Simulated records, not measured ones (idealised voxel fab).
You're looking at the process module voxel self aligned vias.
FYI the section here is cut, 280 nm wide, cells are 5 nm squares.
We lay out every cross-section as a grid of square cells and spell it out in bands from the top down, where one band means one or more rows of cells. Band: top height; bottom height; in nm. Then, left to right: material with width in nm, for each material. "all across": a single material spanning edge to edge. "empty": empty space. The reference from which all heights are counted is 0, the level beneath which the as-received wafer is entirely one material; the lowest band, having no lower bound, proceeds downward and is written after the example "0 down". The expression "30->40" gives the width at the extremes of the band, the first number at its top row of cells and the second at its bottom row, with the width changing by equal amounts from each row to the next in between. Any step labelled "no change" changed none of the cells in the cross-section. "Trapped voids" contains a list of empty spaces, each no smaller than 8 cells and without an open way to the top, written in the form width x height at distance with the distance from the left edge and all three in nm. On a step's line, text after the settings is the simulator commenting on that step. overlay nm: mask offset rightward from planned place, masked step; negative means leftward offset.

**Steps planned for the process**
step 1: RECEIVE, material Si
step 2: CONFORMAL_DEP, material SiO2, thk nm 10
step 3: CONFORMAL_DEP, material SiCN, thk nm 5
step 4: DIRECTIONAL_DEP, material lowk, thk nm 25
step 5: DIRECTIONAL_DEP, material aC, thk nm 15
step 6: PATTERN, tone open, mask id LINES, material resist, width nm 30, pitch nm 75, thk nm 30, overlay nm 0
step 7: DIRECTIONAL_ETCH, etch materials aC, depth nm 15
step 8: STRIP, etch materials resist
step 9: DIRECTIONAL_ETCH, etch materials lowk, depth nm 25
step 10: STRIP, etch materials aC
step 11: CONFORMAL_DEP, material TiN, thk nm 5
step 12: FILL_DEP, material W, thk nm 5
step 13: CMP, height nm 40
step 14: SELECTIVE_ETCH, etch materials W Ru TiN, depth nm 5
step 15: FILL_DEP, material SiN, thk nm 10
step 16: CMP, height nm 40
step 17: DIRECTIONAL_DEP, material lowk, thk nm 15
step 18: DIRECTIONAL_DEP, material aC, thk nm 15
step 19: PATTERN, tone open, mask id VIAS, material resist, width nm 50, thk nm 30, overlay nm 0
step 20: DIRECTIONAL_ETCH, etch materials aC, depth nm 15
step 21: STRIP, etch materials resist
step 22: DIRECTIONAL_ETCH, etch materials lowk, depth nm 15
step 23: DIRECTIONAL_ETCH, etch materials SiN, depth nm 5
step 24: STRIP, etch materials aC
step 25: CONFORMAL_DEP, material TiN, thk nm 5
step 26: FILL_DEP, material Ru, thk nm 5
step 27: CMP, height nm 55
step 28: CONFORMAL_DEP, material SiCN, thk nm 5

**Delivered wafer in cross-section: state after step 1**
- 0 down  Si all across
- Trapped voids: none

**Sectioned view, first of two wafers, at the close of the module, processed as intended in the plan**
- 60 to 55  SiCN all across
- 55 to 45  lowk 75 nm | TiN 5 nm | Ru 40 nm | TiN 5 nm | lowk 155 nm
- 45 to 40  lowk 75 nm | TiN 15 nm | Ru 20 nm | TiN 15 nm | lowk 155 nm
- 40 to 35  lowk 85 nm | TiN 30 nm | lowk 45 nm | SiN 30 nm | lowk 90 nm
- 35 to 20  lowk 85 nm | TiN 5 nm | W 20 nm | TiN 5 nm | lowk 45 nm | TiN 5 nm | W 20 nm | TiN 5 nm | lowk 90 nm
- 20 to 15  lowk 85 nm | TiN 30 nm | lowk 45 nm | TiN 30 nm | lowk 90 nm
- 15 to 10  SiCN all across
- 10 to 0  SiO2 all across
- 0 down  Si all across
- Trapped voids: none

**Second wafer through the module, sectioned at the end: same beginning and same plan as the first wafer, with one mistake in carrying it out**
- 60 to 55  SiCN all across
- 55 to 40  SiO2 all across
- 40 to 35  lowk 85 nm | SiN 30 nm | lowk 45 nm | SiN 30 nm | lowk 90 nm
- 35 to 20  lowk 85 nm | TiN 5 nm | W 20 nm | TiN 5 nm | lowk 45 nm | TiN 5 nm | W 20 nm | TiN 5 nm | lowk 90 nm
- 20 to 15  lowk 85 nm | TiN 30 nm | lowk 45 nm | TiN 30 nm | lowk 90 nm
- 15 to 10  SiCN all across
- 10 to 0  SiO2 all across
- 0 down  Si all across
- Trapped voids: none
The mistake made against the process plan was this: step 17, actual vs plan mismatch, actual run DIRECTIONAL_DEP, material SiO2, thk nm 15
Count the cells at the end and the second wafer has more or fewer of some materials than the first: Ru -20, SiN +6, SiO2 +168, TiN -16, lowk -138
